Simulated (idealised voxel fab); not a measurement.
Title: Process Module voxel wiring stack
Cross-section cut: width 235 nm, square cells of 5 nm.
In this document a cross-section is written as a grid of square cells. It is given as a series of bands, listed from the top down, and a band is one or more rows of cells. A band entry consists of two parts. The first gives the height of the band's top and the height of its bottom, in nm. The rest lists the band's materials from left to right, each with its width in nm. A single material labelled with the word "throughout" fills the band from edge to edge, and the word "empty" marks empty space. Below 0: as-received wafer, all one material; heights counted from there. Lowest band: no bottom, goes on down, written "0 -> down". Graded width ("30 to 40"): value in top row of band = first number; value in bottom row = second number; row-to-row change constant. Where the words "remains unaltered" appear for a step, the cross-section shows no cell changed by that step; every cell remained as before. Closed empty spaces (no open way to the top) of 8 cells or more are what "Enclosed cavities" lists, each as width x height at distance from the left edge, nm for all three. Anything after a step's settings on that line? It's the simulator's own note about the step. "overlay nm" answers the question of how far to the right of plan the mask lay on a step that has a mask, and when it is negative the answer is to the left.
## This section lists the process steps that were planned
| 1 | RECEIVE,material Si |
| 2 | CONFORMAL_DEP,material SiO2,thk nm 15 |
| 3 | DIRECTIONAL_DEP,material TiN,thk nm 5 |
| 4 | DIRECTIONAL_DEP,material Ru,thk nm 25 |
| 5 | MASKED_ETCH,tone cover,mask id METAL_1,width nm 20,pitch nm 45,etch materials Ru,depth nm 25,overlay nm -15 |
| 6 | MASKED_ETCH,tone cover,mask id METAL_1,width nm 20,pitch nm 45,etch materials TiN,depth nm 5,overlay nm 0 |
| 7 | FILL_DEP,material SiO2,thk nm 10 |
| 8 | CMP,height nm 45 |
| 9 | CONFORMAL_DEP,material SiCN,thk nm 5 |
| 10 | DIRECTIONAL_DEP,material lowk,thk nm 10 |
| 11 | DIRECTIONAL_DEP,material aC,thk nm 15 |
| 12 | PATTERN,tone open,mask id PLUG_1,material resist,width nm 15,pitch nm 90,thk nm 35,overlay nm 0 |
| 13 | DIRECTIONAL_ETCH,etch materials aC,depth nm 15 |
| 14 | STRIP,etch materials resist |
| 15 | DIRECTIONAL_ETCH,etch materials lowk,depth nm 10 |
| 16 | DIRECTIONAL_ETCH,etch materials SiCN,depth nm 5 |
| 17 | STRIP,etch materials aC |
| 18 | CONFORMAL_DEP,material TiN,thk nm 5 |
| 19 | FILL_DEP,material Cu,thk nm 10 |
| 20 | CMP,height nm 60 |
| 21 | DIRECTIONAL_DEP,material TiN,thk nm 5 |
| 22 | DIRECTIONAL_DEP,material W,thk nm 15 |
| 23 | MASKED_ETCH,tone cover,mask id METAL_2,width nm 20,pitch nm 45,etch materials W,depth nm 15,overlay nm 0 |
| 24 | MASKED_ETCH,tone cover,mask id METAL_2,width nm 20,pitch nm 45,etch materials TiN,depth nm 5,overlay nm 0 |
| 25 | CONFORMAL_DEP,material SiCN,thk nm 5 |
| 26 | FILL_DEP,material lowk,thk nm 10 |
| 27 | CMP,height nm 80 |
| 28 | CONFORMAL_DEP,material SiN,thk nm 5 |
The value of overlay nm given for step 5 in the plan refers to the first wafer; the wafers vary in this setting and are alike at the start.
## The first of several wafers as received, shown in cross-section; this is its state after step 1
    0 -> down = Si throughout
    Enclosed cavities: none
## Heads up, this table goes wafer by wafer. A row tells you, at the end of the module, how many cells of each material that wafer has put on (+) or dropped (-) since it was received, and then its closed voids
overlay nm -15, +4 Cu, +80 Ru, +96 SiCN, +47 SiN, +315 SiO2, +58 TiN, +48 W, +151 lowk, Enclosed cavities: none
overlay nm -10, +4 Cu, +80 Ru, +96 SiCN, +47 SiN, +319 SiO2, +54 TiN, +48 W, +151 lowk, Enclosed cavities: none
overlay nm -5, +4 Cu, +80 Ru, +96 SiCN, +47 SiN, +323 SiO2, +50 TiN, +48 W, +151 lowk, Enclosed cavities: none
overlay nm 0, +4 Cu, +80 Ru, +96 SiCN, +47 SiN, +327 SiO2, +46 TiN, +48 W, +151 lowk, Enclosed cavities: none
overlay nm 5, +4 Cu, +80 Ru, +96 SiCN, +47 SiN, +323 SiO2, +50 TiN, +48 W, +151 lowk, Enclosed cavities: none
overlay nm 10, +4 Cu, +80 Ru, +96 SiCN, +47 SiN, +319 SiO2, +54 TiN, +48 W, +151 lowk, Enclosed cavities: none
overlay nm 15, +4 Cu, +80 Ru, +96 SiCN, +47 SiN, +315 SiO2, +58 TiN, +48 W, +151 lowk, Enclosed cavities: none
